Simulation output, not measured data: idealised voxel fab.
Process module in this document: voxel fin reveal
It is cross-section cut that appears here, measuring 295 nm in width, its square cells being 5 nm in size.
Think of the cross-section as a grid of square cells. We describe it in bands, top to bottom, and each band covers one or more rows of those cells.
Look at the band entry: it leads with the top's height and the bottom's height in nm. Then it lists the materials left to right, with a width in nm for each. The word "full width" on a single material says that material fills the band edge to edge. The word "empty" is empty space.
Height 0 is the level under which the wafer as received is all one material. The lowest band goes on downwards, as in "from 0 down".
When a width is written as two numbers, as in "30..40", the first number is the width in the top row of cells of the band and the second is the width in its bottom row, and the width changes by the same amount from each row to the next.
"all unchanged" for a step: no cell of the cross-section changed in that step.
This entry, "Unvented voids", enumerates those empty regions of no fewer than 8 cells that possess no open connection to the top. Each region is reported in the form width x height at distance, the distance being taken from the left edge, with all three quantities expressed in nm.
Text after the settings on a step's line: the simulator's own remark on that step.
overlay nm: right-of-plan distance of the mask on a masked step; negative values mean left-of-plan.
# The process steps that were planned are listed below
1. RECEIVE with material Si
2. CONFORMAL_DEP with material SiN, thk nm 5
3. PATTERN with tone cover, mask id FINS, material resist, width nm 15, pitch nm 35, thk nm 15, overlay nm 0
4. DIRECTIONAL_ETCH with etch materials SiN, depth nm 5
5. DIRECTIONAL_ETCH with etch materials Si, depth nm 35
6. STRIP with etch materials resist
7. FILL_DEP with material SiO2, thk nm 15
8. CMP with height nm 5
9. SELECTIVE_ETCH with etch materials SiO2, depth nm 25
10. STRIP with etch materials SiN
11. CONFORMAL_DEP with material HfO2, thk nm 5
# The following pertains to the first of two wafers, which was processed as planned
# Wafer at receipt (post step 1), cross-section
    from 0 down | Si full width
    Unvented voids: none
# Upon completion of step 2, the wafer appears in cross-section as shown
    from 5 to 0 | SiN full width
    All layers under 0 are left as they were.
# Upon completion of step 3, the wafer appears in cross-section as shown
    from 20 to 5 | 85 of empty | 15 of resist | 20 of empty | 15 of resist | 20 of empty | 15 of resist | 20 of empty | 15 of resist | 90 of empty
    All layers under 5 are left as they were.
# Upon completion of step 4, the wafer appears in cross-section as shown
    from 20 to 5 | 85 of empty | 15 of resist | 20 of empty | 15 of resist | 20 of empty | 15 of resist | 20 of empty | 15 of resist | 90 of empty
    from 5 to 0 | 85 of empty | 15 of SiN | 20 of empty | 15 of SiN | 20 of empty | 15 of SiN | 20 of empty | 15 of SiN | 90 of empty
    All layers under 0 are left as they were.
# Upon completion of step 5, the wafer appears in cross-section as shown
    from 20 to 5 | 85 of empty | 15 of resist | 20 of empty | 15 of resist | 20 of empty | 15 of resist | 20 of empty | 15 of resist | 90 of empty
    from 5 to 0 | 85 of empty | 15 of SiN | 20 of empty | 15 of SiN | 20 of empty | 15 of SiN | 20 of empty | 15 of SiN | 90 of empty
    from 0 to -35 | 85 of empty | 15 of Si | 20 of empty | 15 of Si | 20 of empty | 15 of Si | 20 of empty | 15 of Si | 90 of empty
    All layers under -35 are left as they were.
# Upon completion of step 6, the wafer appears in cross-section as shown
    from 5 to 0 | 85 of empty | 15 of SiN | 20 of empty | 15 of SiN | 20 of empty | 15 of SiN | 20 of empty | 15 of SiN | 90 of empty
    All layers under 0 are left as they were.
# Upon completion of step 7, the wafer appears in cross-section as shown
    from 20 to 5 | SiO2 full width
    from 5 to 0 | 85 of SiO2 | 15 of SiN | 20 of SiO2 | 15 of SiN | 20 of SiO2 | 15 of SiN | 20 of SiO2 | 15 of SiN | 90 of SiO2
    from 0 to -35 | 85 of SiO2 | 15 of Si | 20 of SiO2 | 15 of Si | 20 of SiO2 | 15 of Si | 20 of SiO2 | 15 of Si | 90 of SiO2
    All layers under -35 are left as they were.
# Upon completion of step 8, the wafer appears in cross-section as shown
    from 5 to 0 | 85 of SiO2 | 15 of SiN | 20 of SiO2 | 15 of SiN | 20 of SiO2 | 15 of SiN | 20 of SiO2 | 15 of SiN | 90 of SiO2
    All layers under 0 are left as they were.
# Upon completion of step 9, the wafer appears in cross-section as shown
    from 5 to 0 | 85 of empty | 15 of SiN | 20 of empty | 15 of SiN | 20 of empty | 15 of SiN | 20 of empty | 15 of SiN | 90 of empty
    from 0 to -20 | 85 of empty | 15 of Si | 20 of empty | 15 of Si | 20 of empty | 15 of Si | 20 of empty | 15 of Si | 90 of empty
    All layers under -20 are left as they were.
# Upon completion of step 10, the wafer appears in cross-section as shown
    from 0 to -20 | 85 of empty | 15 of Si | 20 of empty | 15 of Si | 20 of empty | 15 of Si | 20 of empty | 15 of Si | 90 of empty
    All layers under -20 are left as they were.
# Upon completion of step 11, the wafer appears in cross-section as shown
    from 5 to 0 | 80 of empty | 25 of HfO2 | 10 of empty | 25 of HfO2 | 10 of empty | 25 of HfO2 | 10 of empty | 25 of HfO2 | 85 of empty
    from 0 to -15 | 80 of empty | 5 of HfO2 | 15 of Si | 5 of HfO2 | 10 of empty | 5 of HfO2 | 15 of Si | 5 of HfO2 | 10 of empty | 5 of HfO2 | 15 of Si | 5 of HfO2 | 10 of empty | 5 of HfO2 | 15 of Si | 5 of HfO2 | 85 of empty
    from -15 to -20 | 85 of HfO2 | 15 of Si | 20 of HfO2 | 15 of Si | 20 of HfO2 | 15 of Si | 20 of HfO2 | 15 of Si | 90 of HfO2
    All layers under -20 are left as they were.
# For the second wafer, take the first wafer's start and plan, then add one mistake made in running it; everything through step 8, that step included, is shared with the first
# Second wafer at the planned finish of step 9, seen in cross-section
    from 5 to 0 | 85 of SiO2 | 15 of empty | 20 of SiO2 | 15 of empty | 20 of SiO2 | 15 of empty | 20 of SiO2 | 15 of empty | 90 of SiO2
    All layers under 0 are left as they were.
# Second wafer at the planned finish of step 10, seen in cross-section
    from 0 to -20 | 85 of empty | 15 of Si | 20 of empty | 15 of Si | 20 of empty | 15 of Si | 20 of empty | 15 of Si | 90 of empty
    from -20 to -25 | 60 of SiO2 | 25 of empty | 15 of Si | 20 of empty | 15 of Si | 20 of empty | 15 of Si | 20 of empty | 15 of Si | 25 of empty | 65 of SiO2
    All layers under -25 are left as they were.
# Second wafer at the planned finish of step 11, seen in cross-section
    from 5 to 0 | 80 of empty | 25 of HfO2 | 10 of empty | 25 of HfO2 | 10 of empty | 25 of HfO2 | 10 of empty | 25 of HfO2 | 85 of empty
    from 0 to -15 | 80 of empty | 5 of HfO2 | 15 of Si | 5 of HfO2 | 10 of empty | 5 of HfO2 | 15 of Si | 5 of HfO2 | 10 of empty | 5 of HfO2 | 15 of Si | 5 of HfO2 | 10 of empty | 5 of HfO2 | 15 of Si | 5 of HfO2 | 85 of empty
    from -15 to -20 | 65 of HfO2 | 15 of empty | 5 of HfO2 | 15 of Si | 5 of HfO2 | 10 of empty | 5 of HfO2 | 15 of Si | 5 of HfO2 | 10 of empty | 5 of HfO2 | 15 of Si | 5 of HfO2 | 10 of empty | 5 of HfO2 | 15 of Si | 5 of HfO2 | 15 of empty | 70 of HfO2
    from -20 to -25 | 60 of SiO2 | 25 of HfO2 | 15 of Si | 20 of HfO2 | 15 of Si | 20 of HfO2 | 15 of Si | 20 of HfO2 | 15 of Si | 25 of HfO2 | 65 of SiO2
    All layers under -25 are left as they were.
So what did we get wrong on this run? steps 9 and 10 swapped
Wafer comparison, final, in cells, second relative to first, materials more or fewer: HfO2: 10 more; SiO2: 22 fewer
